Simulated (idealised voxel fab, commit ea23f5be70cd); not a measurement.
process module | voxel trench capacitor
cross-section cut | 205 nm wide | cells 5 nm
A cross-section is a grid of square cells, given in bands from the top down. A band is one or more rows of cells.
Each band's line starts with the height of the band's top and of its bottom, in nm. Then come its materials from left to right, each with its width in nm. One material with "throughout" fills the band from edge to edge. "air" is empty space.
Height 0 is the level under which the wafer as received is all one material. The lowest band goes on downwards, as in "0 down".
A width such as "30 to 40" changes by the same amount from each row of cells to the next, from the band's top row to its bottom row.
"no change" after a step means that no cell of the cross-section changed.
closed voids: empty space of 8 cells or more with no open way to the top, each as width x height at its distance from the left edge, in nm
after a step's settings: what the simulator itself notes on the step
overlay nm, on a step with a mask: how far to the right of its planned place the mask lay; to the left if negative
plan
1 op RECEIVE | material Si
2 op CONFORMAL_DEP | material SiN | thk nm 10
3 op MASKED_ETCH | tone open | mask id TRENCH | width nm 25 | pitch nm 45 | etch materials SiN | depth nm 10 | overlay nm 0
4 op MASKED_ETCH | tone open | mask id TRENCH | width nm 25 | pitch nm 45 | etch materials Si | depth nm 25 | overlay nm 0
5 op CONFORMAL_DEP | material Al2O3 | thk nm 5
6 op FILL_DEP | material polySi | thk nm 5
7 op CMP | height nm 10
as received, after step 1
  0 down: Si throughout
  closed voids: none
a wafer at the end: this start, this plan, one mistake
  10 to 5: polySi 60 | Al2O3 5 | SiN 25 | Al2O3 5 | polySi 10 | Al2O3 5 | SiN 25 | Al2O3 5 | polySi 65
  5 to 0: Al2O3 65 | SiN 25 | Al2O3 20 | SiN 25 | Al2O3 70
  0 down: Si throughout
  closed voids: none
what went wrong: step 3 ran as: op MASKED_ETCH | tone cover | mask id TRENCH | width nm 25 | pitch nm 45 | etch materials SiN | depth nm 10 | overlay nm 0
